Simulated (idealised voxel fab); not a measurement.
process module | voxel transistor to metal
cross-section cut | 170 nm wide | cells 5 nm
A cross-section is a grid of square cells, given in bands from the top down. A band is one or more rows of cells.
Each band's line starts with the height of the band's top and of its bottom, in nm. Then come its materials from left to right, each with its width in nm. One material with "throughout" fills the band from edge to edge. "air" is empty space.
Height 0 is the level under which the wafer as received is all one material. The lowest band goes on downwards, as in "0 down".
A width such as "30 to 40" changes by the same amount from each row of cells to the next, from the band's top row to its bottom row.
"no change" after a step means that no cell of the cross-section changed.
closed voids: empty space of 8 cells or more with no open way to the top, each as width x height at its distance from the left edge, in nm
after a step's settings: what the simulator itself notes on the step
overlay nm, on a step with a mask: how far to the right of its planned place the mask lay; to the left if negative
plan
1 op RECEIVE | material Si
2 op CONFORMAL_DEP | material SiO2 | thk nm 5
3 op CONFORMAL_DEP | material SiN | thk nm 15
4 op MASKED_ETCH | tone cover | mask id ACTIVE | width nm 125 | etch materials SiN | depth nm 15 | overlay nm 0
5 op MASKED_ETCH | tone cover | mask id ACTIVE | width nm 125 | etch materials SiO2 | depth nm 5 | overlay nm 0
6 op MASKED_ETCH | tone cover | mask id ACTIVE | width nm 125 | etch materials Si | depth nm 35 | overlay nm 0
7 op FILL_DEP | material SiO2 | thk nm 10
8 op CMP | height nm 20
9 op SELECTIVE_ETCH | etch materials SiO2 | depth nm 10
10 op STRIP | etch materials SiN
11 op SELECTIVE_ETCH | etch materials SiO2 | depth nm 5
12 op OXIDIZE | depth nm 5
13 op DIRECTIONAL_DEP | material polySi | thk nm 20
14 op DIRECTIONAL_DEP | material SiCN | thk nm 10
15 op PATTERN | tone cover | mask id GATE | material resist | width nm 25 | thk nm 20 | overlay nm 0
16 op DIRECTIONAL_ETCH | etch materials SiCN | depth nm 20
17 op DIRECTIONAL_ETCH | etch materials polySi | depth nm 30
18 op STRIP | etch materials resist
19 op CONFORMAL_DEP | material SiO2 | thk nm 5
20 op DIRECTIONAL_ETCH | etch materials SiO2 | depth nm 5
21 op CONFORMAL_DEP | material SiN | thk nm 10
22 op DIRECTIONAL_ETCH | etch materials SiN | depth nm 10
23 op DIRECTIONAL_ETCH | etch materials SiO2 | depth nm 5
24 op DIRECTIONAL_ETCH | etch materials Si | depth nm 10
25 op EPI | material pSi | thk nm 15
26 op FILL_DEP | material SiO2 | thk nm 5
27 op CMP | height nm 30
28 op DIRECTIONAL_DEP | material SiO2 | thk nm 10
29 op MASKED_ETCH | tone open | mask id CONTACT | width nm 35 | pitch nm 70 | etch materials SiO2 | depth nm 30 | overlay nm 0
30 op CONFORMAL_DEP | material TiN | thk nm 5
31 op FILL_DEP | material W | thk nm 5
32 op CMP | height nm 40
33 op CONFORMAL_DEP | material SiCN | thk nm 5
34 op DIRECTIONAL_DEP | material SiO2 | thk nm 20
35 op DIRECTIONAL_DEP | material aC | thk nm 10
36 op PATTERN | tone open | mask id METAL_1 | material resist | width nm 20 | pitch nm 85 | thk nm 25 | overlay nm 0
37 op DIRECTIONAL_ETCH | etch materials aC | depth nm 10
38 op STRIP | etch materials resist
39 op DIRECTIONAL_ETCH | etch materials SiO2 | depth nm 20
40 op DIRECTIONAL_ETCH | etch materials SiCN | depth nm 5
41 op STRIP | etch materials aC
42 op CONFORMAL_DEP | material TiN | thk nm 5
43 op FILL_DEP | material Cu | thk nm 10
44 op CMP | height nm 65
45 op CONFORMAL_DEP | material SiCN | thk nm 5
as received, after step 1
  0 down: Si throughout
  closed voids: none
a wafer at the end: this start, this plan, one mistake
  70 to 65: SiCN throughout
  65 to 45: SiO2 35 | TiN 5 | Cu 10 | TiN 5 | SiO2 65 | TiN 5 | Cu 10 | TiN 5 | SiO2 30
  45 to 40: SiCN 35 | TiN 20 | SiCN 65 | TiN 20 | SiCN 30
  40 to 30: SiO2 30 | TiN 5 | W 25 to 15 | TiN 5 to 15 | SiO2 35 | TiN 5 to 15 | W 25 to 15 | TiN 5 | SiO2 35
  30 to 20: SiO2 30 | TiN 5 | W 15 | TiN 5 | SiN 10 | SiO2 5 | SiCN 25 | SiO2 5 | SiN 10 | TiN 5 | W 15 | TiN 5 | SiO2 35
  20 to 15: SiO2 30 | TiN 5 | W 15 | TiN 5 | SiN 10 | SiO2 5 | polySi 25 | SiO2 5 | SiN 10 | TiN 5 | W 15 | TiN 5 | SiO2 35
  15 to 10: SiO2 30 | TiN 25 | SiN 10 | SiO2 5 | polySi 25 | SiO2 5 | SiN 10 | TiN 25 | SiO2 35
  10 to 5: SiO2 25 | pSi 30 | SiN 10 | SiO2 5 | polySi 25 | SiO2 5 | SiN 10 | pSi 30 | SiO2 30
  5 to 0: SiO2 20 | SiN 10 | pSi 25 | SiN 10 | SiO2 5 | polySi 25 | SiO2 5 | SiN 10 | pSi 25 | SiN 10 | SiO2 25
  0 to -5: SiO2 30 | pSi 25 | SiO2 55 | pSi 25 | SiO2 35
  -5 to -15: SiO2 20 | Si 10 | pSi 25 | Si 55 | pSi 25 | Si 10 | SiO2 25
  -15 to -35: SiO2 20 | Si 125 | SiO2 25
  -35 down: Si throughout
  closed voids: none
what went wrong: step 36 ran as: op PATTERN | tone open | mask id METAL_1 | material resist | width nm 20 | pitch nm 85 | thk nm 25 | overlay nm 5
